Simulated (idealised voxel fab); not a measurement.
process module | voxel self aligned contacts
cross-section cut | 170 nm wide | cells 5 nm
A cross-section is a grid of square cells, given in bands from the top down. A band is one or more rows of cells.
Each band's line starts with the height of the band's top and of its bottom, in nm. Then come its materials from left to right, each with its width in nm. One material with "throughout" fills the band from edge to edge. "air" is empty space.
Height 0 is the level under which the wafer as received is all one material. The lowest band goes on downwards, as in "0 down".
A width such as "30 to 40" changes by the same amount from each row of cells to the next, from the band's top row to its bottom row.
"no change" after a step means that no cell of the cross-section changed.
closed voids: empty space of 8 cells or more with no open way to the top, each as width x height at its distance from the left edge, in nm
after a step's settings: what the simulator itself notes on the step
overlay nm, on a step with a mask: how far to the right of its planned place the mask lay; to the left if negative
plan
1 op RECEIVE | material Si
2 op CONFORMAL_DEP | material SiO2 | thk nm 5
3 op DIRECTIONAL_DEP | material polySi | thk nm 25
4 op DIRECTIONAL_DEP | material SiN | thk nm 20
5 op PATTERN | tone cover | mask id GATE | material resist | width nm 35 | pitch nm 70 | thk nm 15 | overlay nm 0
6 op DIRECTIONAL_ETCH | etch materials SiN | depth nm 20
7 op DIRECTIONAL_ETCH | etch materials polySi | depth nm 25
8 op STRIP | etch materials resist
9 op CONFORMAL_DEP | material SiN | thk nm 10
10 op DIRECTIONAL_ETCH | etch materials SiN | depth nm 10
11 op FILL_DEP | material SiO2 | thk nm 20
12 op CMP | height nm 60
13 op PATTERN | tone open | mask id CONTACT | material resist | width nm 55 | thk nm 15 | overlay nm 0
14 op DIRECTIONAL_ETCH | etch materials SiO2 | depth nm 60
15 op STRIP | etch materials resist
16 op CONFORMAL_DEP | material TiN | thk nm 5
17 op FILL_DEP | material Ru | thk nm 10
18 op CMP | height nm 60
19 op CONFORMAL_DEP | material SiCN | thk nm 5
varied across the wafers: thk nm of step 16. The plan shows the first wafer's value. All wafers start alike
first wafer as received, after step 1
  0 down: Si throughout
  closed voids: none
first wafer at the end, after step 19
  65 to 60: SiCN throughout
  60 to 50: SiO2 55 | TiN 5 to 25 | Ru 45 to 5 | TiN 5 to 25 | SiO2 60
  50 to 30: SiO2 20 | SiN 55 | TiN 5 | Ru 5 | TiN 5 | SiN 55 | SiO2 25
  30 to 5: SiO2 20 | SiN 10 | polySi 35 | SiN 10 | TiN 5 | Ru 5 | TiN 5 | SiN 10 | polySi 35 | SiN 10 | SiO2 25
  5 to 0: SiO2 75 | TiN 15 | SiO2 80
  0 down: Si throughout
  closed voids: none
last wafer at the end
  65 to 60: SiCN throughout
  60 to 50: SiO2 55 | TiN 55 | SiO2 60
  50 to 30: SiO2 20 | SiN 55 | TiN 15 | SiN 55 | SiO2 25
  30 to 5: SiO2 20 | SiN 10 | polySi 35 | SiN 10 | TiN 15 | SiN 10 | polySi 35 | SiN 10 | SiO2 25
  5 to 0: SiO2 75 | TiN 15 | SiO2 80
  0 down: Si throughout
  closed voids: none
each wafer at the end: cells of each material gained (+) or lost (-) since it was received, then its closed voids
thk nm 5 | +19 Ru | +34 SiCN | +128 SiN | +158 SiO2 | +33 TiN | +70 polySi | closed voids: none
thk nm 10 | +34 SiCN | +128 SiN | +158 SiO2 | +52 TiN | +70 polySi | closed voids: none
thk nm 15 | +34 SiCN | +128 SiN | +158 SiO2 | +52 TiN | +70 polySi | closed voids: none
thk nm 20 | +34 SiCN | +128 SiN | +158 SiO2 | +52 TiN | +70 polySi | closed voids: none
